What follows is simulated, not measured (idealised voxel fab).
Herein follows the process module entitled voxel local oxidation.
Pictured: cross-section cut, 240 nm wide, on a grid of 5 nm square cells.
This document writes a cross-section as a grid whose cells are square, and gives it as bands, listed from the top down; one or more rows of cells form a band. Band: top height; bottom height; in nm. Then, left to right: material with width in nm, for each material. "full width": a single material spanning edge to edge. "blank": empty space. Heights are reckoned from 0. Under this level, the received wafer is all of one material. The bottommost band is open-ended downward, for example "top 0, no bottom". It should be noted that a width expressed as "30..40" varies in equal increments from row to row of cells within the band, taking the value of the first number at the top row and that of the second number at the bottom row. Where a step carries "nothing altered", the cross-section came out of it unchanged, cell for cell. "Closed void entries" means: voids of 8 cells or more that are shut off from the top with no open way through. Written width x height at distance, distance from the left edge, in nm. On a step's line, text after the settings is the simulator commenting on that step. A step line may carry the setting "overlay nm", which, for steps involving a mask, states the distance by which the mask lay to the right of its intended position; negative values denote displacement to the left.

Intended process steps:
1) op RECEIVE | material Si
2) op OXIDIZE | depth nm 5
3) op CONFORMAL_DEP | material SiN | thk nm 15
4) op MASKED_ETCH | tone cover | mask id ACTIVE | width nm 115 | etch materials SiN | depth nm 15 | overlay nm 0
5) op SELECTIVE_ETCH | etch materials SiO2 | depth nm 5
6) op OXIDIZE | depth nm 10
7) op STRIP | etch materials SiN

What follows covers the first of two wafers; it ran as planned:

Shown in cross-section is the wafer as received, that is, as it stands after step 1:
> top 0, no bottom: Si full width
> Closed void entries: none

Step 2 done - wafer cross-section:
> top 0, bottom -5: SiO2 full width
> Heights below -5 show no change.

Step 3 done - wafer cross-section:
> top 15, bottom 0: SiN full width
> Heights below 0 show no change.

Step 4 done - wafer cross-section:
> top 15, bottom 0: blank 60, then SiN 115, then blank 65
> Heights below 0 show no change.

Step 5 done - wafer cross-section:
> top 15, bottom 0: blank 60, then SiN 115, then blank 65
> top 0, bottom -5: blank 65, then SiO2 105, then blank 70
> Heights below -5 show no change.

Step 6 done - wafer cross-section:
> top 15, bottom 0: blank 60, then SiN 115, then blank 65
> top 0, bottom -5: blank 65, then SiO2 105, then blank 70
> top -5, bottom -15: SiO2 75, then Si 85, then SiO2 80
> Heights below -15 show no change.

Step 7 done - wafer cross-section:
> top 0, bottom -5: blank 65, then SiO2 105, then blank 70
> Heights below -5 show no change.

Second wafer, same starting conditions and recipe as the first, one mistake in executing it, nothing differs from the first up to and including step 3:

Second wafer: cross-section at the scheduled end of step 4:
> top 15, bottom 0: blank 50, then SiN 115, then blank 75
> Heights below 0 show no change.

Second wafer: cross-section at the scheduled end of step 5:
> top 15, bottom 0: blank 50, then SiN 115, then blank 75
> top 0, bottom -5: blank 55, then SiO2 105, then blank 80
> Heights below -5 show no change.

Second wafer: cross-section at the scheduled end of step 6:
> top 15, bottom 0: blank 50, then SiN 115, then blank 75
> top 0, bottom -5: blank 55, then SiO2 105, then blank 80
> top -5, bottom -15: SiO2 65, then Si 85, then SiO2 90
> Heights below -15 show no change.

Second wafer: cross-section at the scheduled end of step 7:
> top 0, bottom -5: blank 55, then SiO2 105, then blank 80
> Heights below -5 show no change.
What was done differently from what was planned? step 4: run off-plan, actual operation and settings op MASKED_ETCH | tone cover | mask id ACTIVE | width nm 115 | etch materials SiN | depth nm 15 | overlay nm -10
Tallied in cells, the final second wafer holds each material in the same quantity as the first, although not at the same places.
